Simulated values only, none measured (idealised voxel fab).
Process module, titled voxel ribs on slabs
cross-section cut | 300 nm wide | cells 5 nm
Just so we're on the same page, the cross-sections are grids of square cells, and they're listed out in bands top to bottom, each band one or more rows deep.
The entry gives the band's vertical extent as a top height and a bottom height in nm, then its horizontal make-up as materials from left to right, each with a width in nm. "empty" stands for empty space; a single material marked "throughout" fills the band edge to edge.
Height reference: 0 = level under which incoming wafer is all one material. Lowest band: no bottom, runs on downward, e.g. "0..down".
A width given as "30..40" starts at the first number in the band's top row and ends at the second number in its bottom row, shifting by an equal amount at every step from row to row.
"nothing altered" after a step means that no cell of the cross-section changed.
Sealed voids: empty space of 8 cells or more with no open way to the top, each as width x height at its distance from the left edge, in nm
Anything after a step's settings on that line? It's the simulator's own note about the step.
overlay nm: right-of-plan distance of the mask on a masked step; negative values mean left-of-plan.

### Process steps (planned)
1) RECEIVE,material Si
2) DIRECTIONAL_DEP,material SiO2,thk nm 30
3) DIRECTIONAL_DEP,material SiN,thk nm 25
4) MASKED_ETCH,tone cover,mask id RIB,width nm 20,etch materials SiN,depth nm 20,overlay nm 0
5) MASKED_ETCH,tone cover,mask id SLAB,width nm 60,etch materials SiN,depth nm 5,overlay nm 0
6) FILL_DEP,material SiO2,thk nm 25
7) CMP,height nm 75
8) DIRECTIONAL_DEP,material W,thk nm 5
9) MASKED_ETCH,tone cover,mask id HEATER,width nm 30,etch materials W,depth nm 5,overlay nm 0
10) CONFORMAL_DEP,material SiO2,thk nm 5

### As-received wafer cross-section (after step 1)
0..down | Si throughout
Sealed voids: none

### The first of the two wafers as seen in cross-section once the module was finished; processing followed the plan
85..80 | 130 of empty, 40 of SiO2, 130 of empty
80..75 | 135 of SiO2, 30 of W, 135 of SiO2
75..55 | SiO2 throughout
55..35 | 140 of SiO2, 20 of SiN, 140 of SiO2
35..30 | 120 of SiO2, 60 of SiN, 120 of SiO2
30..0 | SiO2 throughout
0..down | Si throughout
Sealed voids: none

### Second wafer through the module, sectioned at the end: same beginning and same plan as the first wafer, with one mistake in carrying it out
85..80 | 130 of empty, 40 of SiO2, 130 of empty
80..75 | 135 of SiO2, 30 of W, 135 of SiO2
75..30 | SiN throughout
30..0 | SiO2 throughout
0..down | Si throughout
Sealed voids: none
Deviation noted in wafer processing: step 6 did not happen as planned, as run it was FILL_DEP,material SiN,thk nm 25
Final comparison by cell count, materials where the second wafer has more or fewer than the first: SiN: 512 more, SiO2: 512 fewer
